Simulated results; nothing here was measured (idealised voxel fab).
Documented hereafter: the process module known as voxel released beams.
Xsec cut, 245 nm wide, square cell size 5 nm.
We lay out every cross-section as a grid of square cells and spell it out in bands from the top down, where one band means one or more rows of cells.
Within each band entry, the heights of the top and of the bottom of the band appear first, in that order and in nm; the materials of the band then follow from left to right, each with its corresponding width in nm. The designation "throughout" on a single material indicates that it fills the band from edge to edge; the designation "blank" indicates empty space.
Convention: height 0 is the level below which the wafer, as received, is all one material. The lowest band does not terminate at the bottom but continues downward, represented as "0 -> down".
With a width like "30..40", each row of cells in the band differs from the next by the same amount, the top row carrying the first number and the bottom row the second.
Take "all unchanged" at face value: in the step it is given for, the cross-section changed in none of its cells.
If an empty space has no open way to the top and is at least 8 cells in size, "Enclosed void catalog" lists it, written width x height at distance, where distance is measured from the left edge and every value is in nm.
It should be noted that, on the line of a given step, the content following the step's settings is a remark produced by the simulator itself with respect to that step.
"overlay nm" on a masked step: distance the mask lay right of its planned place, negative for left.

**So here's the lineup of process steps we planned**
1. RECEIVE, material Si
2. CONFORMAL_DEP, material Al2O3, thk nm 5
3. DIRECTIONAL_DEP, material SiO2, thk nm 10
4. PATTERN, tone open, mask id ANCHOR, material resist, width nm 25, thk nm 20, overlay nm 0
5. DIRECTIONAL_ETCH, etch materials SiO2, depth nm 10
6. STRIP, etch materials resist
7. CONFORMAL_DEP, material SiN, thk nm 10
8. MASKED_ETCH, tone cover, mask id BEAM, width nm 95, etch materials SiN, depth nm 10, overlay nm 0
9. STRIP, etch materials SiO2
Where the wafers of this document differ is in the width nm of step 8; they start out the same, and the plan states the value that applied to the first wafer.

**Cross-sectional view of the first of several wafers in the as-received condition, corresponding to the state following step 1**
	0 -> down = Si throughout
	Enclosed void catalog: none

**Per-wafer rows below. For each material: cells gained (+) or lost (-) since the wafer was received, as of end of module. Then: closed voids**
width nm 95; +49 Al2O3; +46 SiN; Enclosed void catalog: none
width nm 100; +49 Al2O3; +48 SiN; Enclosed void catalog: none
width nm 105; +49 Al2O3; +50 SiN; Enclosed void catalog: none
width nm 110; +49 Al2O3; +52 SiN; Enclosed void catalog: none
width nm 115; +49 Al2O3; +54 SiN; Enclosed void catalog: none
width nm 120; +49 Al2O3; +56 SiN; Enclosed void catalog: none
